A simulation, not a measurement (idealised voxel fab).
process module | voxel released beams
cross-section cut | 230 nm wide | cells 5 nm
A cross-section is a grid of square cells, given in bands from the top down. A band is one or more rows of cells.
Each band's line starts with the height of the band's top and of its bottom, in nm. Then come its materials from left to right, each with its width in nm. One material with "throughout" fills the band from edge to edge. "air" is empty space.
Height 0 is the level under which the wafer as received is all one material. The lowest band goes on downwards, as in "0 down".
A width such as "30 to 40" changes by the same amount from each row of cells to the next, from the band's top row to its bottom row.
"no change" after a step means that no cell of the cross-section changed.
closed voids: empty space of 8 cells or more with no open way to the top, each as width x height at its distance from the left edge, in nm
after a step's settings: what the simulator itself notes on the step
overlay nm, on a step with a mask: how far to the right of its planned place the mask lay; to the left if negative
plan
1 op RECEIVE | material Si
2 op CONFORMAL_DEP | material SiN | thk nm 5
3 op DIRECTIONAL_DEP | material SiO2 | thk nm 10
4 op DIRECTIONAL_DEP | material aC | thk nm 10
5 op PATTERN | tone open | mask id ANCHOR | material resist | width nm 35 | thk nm 30 | overlay nm 0
6 op DIRECTIONAL_ETCH | etch materials aC | depth nm 10
7 op STRIP | etch materials resist
8 op DIRECTIONAL_ETCH | etch materials SiO2 | depth nm 10
9 op STRIP | etch materials aC
10 op CONFORMAL_DEP | material TiN | thk nm 15
11 op PATTERN | tone cover | mask id BEAM | material resist | width nm 120 | thk nm 15 | overlay nm 0
12 op DIRECTIONAL_ETCH | etch materials TiN | depth nm 15
13 op STRIP | etch materials resist
14 op STRIP | etch materials SiO2
varied across the wafers: width nm of step 5. The plan shows the first wafer's value. All wafers start alike
first wafer as received, after step 1
  0 down: Si throughout
  closed voids: none
first wafer at the end, after step 14
  30 to 20: air 50 | TiN 25 | air 5 | TiN 90 | air 60
  20 to 15: air 50 | TiN 120 | air 60
  15 to 5: air 60 | TiN 35 | air 135
  5 to 0: SiN throughout
  0 down: Si throughout
  closed voids: none
last wafer at the end
  30 to 20: air 50 | TiN 15 | air 30 | TiN 75 | air 60
  20 to 15: air 50 | TiN 120 | air 60
  15 to 5: air 50 | TiN 60 | air 120
  5 to 0: SiN throughout
  0 down: Si throughout
  closed voids: none
each wafer at the end: cells of each material gained (+) or lost (-) since it was received, then its closed voids
width nm 35 | +46 SiN | +84 TiN | closed voids: none
width nm 40 | +46 SiN | +84 TiN | closed voids: none
width nm 45 | +46 SiN | +84 TiN | closed voids: none
width nm 50 | +46 SiN | +84 TiN | closed voids: none
width nm 55 | +46 SiN | +84 TiN | closed voids: none
width nm 60 | +46 SiN | +84 TiN | closed voids: none
